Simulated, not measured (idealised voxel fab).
Name of the process module below: voxel self aligned contacts
Xsec cut, 195 nm wide, square cell size 5 nm.
Reading order for cross-sections: top band down to bottom band. Underlying form: a grid of square cells. Band size: one or more rows of cells. Band entry format. Leading values: height of top, height of bottom, nm. Remainder: materials in left-to-right order, each with its width in nm. Special words: "all across" on a single material, which then fills the band edge to edge; "air", empty space. All heights in this document are referenced to 0, defined as the level beneath which the wafer, as received, consists entirely of one material. The lowest band is not bounded below; it extends indefinitely downward and is written in the form "from 0 down". You'd read "30 to 40" like this: the band's top row of cells is as wide as the first number, its bottom row is as wide as the second, and going down, every row changes width by the same amount as the row before did. The cross-section has no changed cell in any step marked "changes: none". "Closed empty spaces": sealed empty spaces, 8 cells or more, no open way to top, listed width x height at distance, with distance from the left edge and width, height and distance in nm. If you see something after the settings on a step's line, that's the simulator's own remark about that step. "overlay nm" denotes, for a step that has a mask, the displacement of the mask to the right of its planned place, with negative values corresponding to the left.
**Process steps foreseen in the plan**
1 RECEIVE (material Si)
2 CONFORMAL_DEP (material SiO2; thk nm 5)
3 DIRECTIONAL_DEP (material polySi; thk nm 30)
4 DIRECTIONAL_DEP (material SiN; thk nm 15)
5 PATTERN (tone cover; mask id GATE; material resist; width nm 30; pitch nm 65; thk nm 15; overlay nm 0)
6 DIRECTIONAL_ETCH (etch materials SiN; depth nm 15)
7 DIRECTIONAL_ETCH (etch materials polySi; depth nm 30)
8 STRIP (etch materials resist)
9 CONFORMAL_DEP (material SiN; thk nm 5)
10 DIRECTIONAL_ETCH (etch materials SiN; depth nm 5)
11 FILL_DEP (material SiO2; thk nm 15)
12 CMP (height nm 60)
13 MASKED_ETCH (tone open; mask id CONTACT; width nm 45; pitch nm 65; etch materials SiO2; depth nm 60; overlay nm 0)
14 CONFORMAL_DEP (material TiN; thk nm 5)
15 FILL_DEP (material Ru; thk nm 5)
16 CMP (height nm 60)
17 CONFORMAL_DEP (material SiCN; thk nm 5)
**First of two wafers: run as planned**
**Shown in cross-section is the wafer as received, that is, as it stands after step 1**
* from 0 down = Si all across
* Closed empty spaces: none
**Cross-section of the wafer subsequent to step 2**
* from 5 to 0 = SiO2 all across
* Anything lower than 0 is untouched.
**Cross-section of the wafer subsequent to step 3**
* from 35 to 5 = polySi all across
* Anything lower than 5 is untouched.
**Cross-section of the wafer subsequent to step 4**
* from 50 to 35 = SiN all across
* Anything lower than 35 is untouched.
**Cross-section of the wafer subsequent to step 5**
* from 65 to 50 = air=15  resist=30  air=35  resist=30  air=35  resist=30  air=20
* Anything lower than 50 is untouched.
**Cross-section of the wafer subsequent to step 6**
* from 65 to 50 = air=15  resist=30  air=35  resist=30  air=35  resist=30  air=20
* from 50 to 35 = air=15  SiN=30  air=35  SiN=30  air=35  SiN=30  air=20
* Anything lower than 35 is untouched.
**Cross-section of the wafer subsequent to step 7**
* from 65 to 50 = air=15  resist=30  air=35  resist=30  air=35  resist=30  air=20
* from 50 to 35 = air=15  SiN=30  air=35  SiN=30  air=35  SiN=30  air=20
* from 35 to 5 = air=15  polySi=30  air=35  polySi=30  air=35  polySi=30  air=20
* Anything lower than 5 is untouched.
**Cross-section of the wafer subsequent to step 8**
* from 50 to 35 = air=15  SiN=30  air=35  SiN=30  air=35  SiN=30  air=20
* Anything lower than 35 is untouched.
**Cross-section of the wafer subsequent to step 9**
* from 55 to 35 = air=10  SiN=40  air=25  SiN=40  air=25  SiN=40  air=15
* from 35 to 10 = air=10  SiN=5  polySi=30  SiN=5  air=25  SiN=5  polySi=30  SiN=5  air=25  SiN=5  polySi=30  SiN=5  air=15
* from 10 to 5 = SiN=15  polySi=30  SiN=35  polySi=30  SiN=35  polySi=30  SiN=20
* Anything lower than 5 is untouched.
**Cross-section of the wafer subsequent to step 10**
* from 50 to 35 = air=10  SiN=40  air=25  SiN=40  air=25  SiN=40  air=15
* from 35 to 5 = air=10  SiN=5  polySi=30  SiN=5  air=25  SiN=5  polySi=30  SiN=5  air=25  SiN=5  polySi=30  SiN=5  air=15
* Anything lower than 5 is untouched.
**Cross-section of the wafer subsequent to step 11**
* from 65 to 50 = SiO2 all across
* from 50 to 35 = SiO2=10  SiN=40  SiO2=25  SiN=40  SiO2=25  SiN=40  SiO2=15
* from 35 to 5 = SiO2=10  SiN=5  polySi=30  SiN=5  SiO2=25  SiN=5  polySi=30  SiN=5  SiO2=25  SiN=5  polySi=30  SiN=5  SiO2=15
* Anything lower than 5 is untouched.
**Cross-section of the wafer subsequent to step 12**
* from 60 to 50 = SiO2 all across
* Anything lower than 50 is untouched.
**Cross-section of the wafer subsequent to step 13**
* from 60 to 50 = SiO2=40  air=45  SiO2=20  air=45  SiO2=45
* from 50 to 35 = SiO2=10  SiN=40  air=25  SiN=40  air=25  SiN=40  SiO2=15
* from 35 to 5 = SiO2=10  SiN=5  polySi=30  SiN=5  air=25  SiN=5  polySi=30  SiN=5  air=25  SiN=5  polySi=30  SiN=5  SiO2=15
* from 5 to 0 = SiO2=50  air=25  SiO2=40  air=25  SiO2=55
* Anything lower than 0 is untouched.
**Cross-section of the wafer subsequent to step 14**
* from 65 to 60 = TiN=45  air=35  TiN=30  air=35  TiN=50
* from 60 to 50 = SiO2=40  TiN=5 to 15  air=35 to 15  TiN=5 to 15  SiO2=20  TiN=5 to 15  air=35 to 15  TiN=5 to 15  SiO2=45
* from 50 to 35 = SiO2=10  SiN=40  TiN=5  air=15  TiN=5  SiN=40  TiN=5  air=15  TiN=5  SiN=40  SiO2=15
* from 35 to 5 = SiO2=10  SiN=5  polySi=30  SiN=5  TiN=5  air=15  TiN=5  SiN=5  polySi=30  SiN=5  TiN=5  air=15  TiN=5  SiN=5  polySi=30  SiN=5  SiO2=15
* from 5 to 0 = SiO2=50  TiN=25  SiO2=40  TiN=25  SiO2=55
* Anything lower than 0 is untouched.
**Cross-section of the wafer subsequent to step 15**
* from 70 to 65 = Ru all across
* from 65 to 60 = TiN=45  Ru=35  TiN=30  Ru=35  TiN=50
* from 60 to 50 = SiO2=40  TiN=5 to 15  Ru=35 to 15  TiN=5 to 15  SiO2=20  TiN=5 to 15  Ru=35 to 15  TiN=5 to 15  SiO2=45
* from 50 to 35 = SiO2=10  SiN=40  TiN=5  Ru=15  TiN=5  SiN=40  TiN=5  Ru=15  TiN=5  SiN=40  SiO2=15
* from 35 to 5 = SiO2=10  SiN=5  polySi=30  SiN=5  TiN=5  Ru=15  TiN=5  SiN=5  polySi=30  SiN=5  TiN=5  Ru=15  TiN=5  SiN=5  polySi=30  SiN=5  SiO2=15
* Anything lower than 5 is untouched.
**Cross-section of the wafer subsequent to step 16**
* from 60 to 50 = SiO2=40  TiN=5 to 15  Ru=35 to 15  TiN=5 to 15  SiO2=20  TiN=5 to 15  Ru=35 to 15  TiN=5 to 15  SiO2=45
* Anything lower than 50 is untouched.
**Cross-section of the wafer subsequent to step 17**
* from 65 to 60 = SiCN all across
* Anything lower than 60 is untouched.
**Second wafer - shared start and plan with the first - one error in running - same as the first up to step 3 inclusive**
**Second wafer, cut view, end of step 4 per plan**
* from 65 to 35 = SiN all across
* Anything lower than 35 is untouched.
**Second wafer, cut view, end of step 5 per plan**
* from 80 to 65 = air=15  resist=30  air=35  resist=30  air=35  resist=30  air=20
* Anything lower than 65 is untouched.
**Second wafer, cut view, end of step 6 per plan**
* from 80 to 65 = air=15  resist=30  air=35  resist=30  air=35  resist=30  air=20
* from 65 to 50 = air=15  SiN=30  air=35  SiN=30  air=35  SiN=30  air=20
* Anything lower than 50 is untouched.
Second wafer, cut view, end of step 7 per plan: changes: none
**Second wafer, cut view, end of step 8 per plan**
* from 65 to 50 = air=15  SiN=30  air=35  SiN=30  air=35  SiN=30  air=20
* Anything lower than 50 is untouched.
**Second wafer, cut view, end of step 9 per plan**
* from 70 to 55 = air=10  SiN=40  air=25  SiN=40  air=25  SiN=40  air=15
* from 55 to 35 = SiN all across
* Anything lower than 35 is untouched.
**Second wafer, cut view, end of step 10 per plan**
* from 65 to 50 = air=10  SiN=40  air=25  SiN=40  air=25  SiN=40  air=15
* Anything lower than 50 is untouched.
**Second wafer, cut view, end of step 11 per plan**
* from 80 to 65 = SiO2 all across
* from 65 to 50 = SiO2=10  SiN=40  SiO2=25  SiN=40  SiO2=25  SiN=40  SiO2=15
* Anything lower than 50 is untouched.
**Second wafer, cut view, end of step 12 per plan**
* from 60 to 50 = SiO2=10  SiN=40  SiO2=25  SiN=40  SiO2=25  SiN=40  SiO2=15
* Anything lower than 50 is untouched.
**Second wafer, cut view, end of step 13 per plan**
* from 60 to 50 = SiO2=10  SiN=40  air=25  SiN=40  air=25  SiN=40  SiO2=15
* Anything lower than 50 is untouched.
**Second wafer, cut view, end of step 14 per plan**
* from 65 to 60 = TiN=55  air=15  TiN=50  air=15  TiN=60
* from 60 to 55 = SiO2=10  SiN=40  TiN=5  air=15  TiN=5  SiN=40  TiN=5  air=15  TiN=5  SiN=40  SiO2=15
* from 55 to 50 = SiO2=10  SiN=40  TiN=25  SiN=40  TiN=25  SiN=40  SiO2=15
* Anything lower than 50 is untouched.
**Second wafer, cut view, end of step 15 per plan**
* from 70 to 65 = Ru all across
* from 65 to 60 = TiN=55  Ru=15  TiN=50  Ru=15  TiN=60
* from 60 to 55 = SiO2=10  SiN=40  TiN=5  Ru=15  TiN=5  SiN=40  TiN=5  Ru=15  TiN=5  SiN=40  SiO2=15
* Anything lower than 55 is untouched.
**Second wafer, cut view, end of step 16 per plan**
* from 60 to 55 = SiO2=10  SiN=40  TiN=5  Ru=15  TiN=5  SiN=40  TiN=5  Ru=15  TiN=5  SiN=40  SiO2=15
* Anything lower than 55 is untouched.
**Second wafer, cut view, end of step 17 per plan**
* from 65 to 60 = SiCN all across
* Anything lower than 60 is untouched.
Short version of what went wrong: twice, step 4 of the plan was run
Final comparison by cell count, materials where the second wafer has more or fewer than the first: Ru -68; SiN +57; SiO2 -67; TiN -48; polySi +126
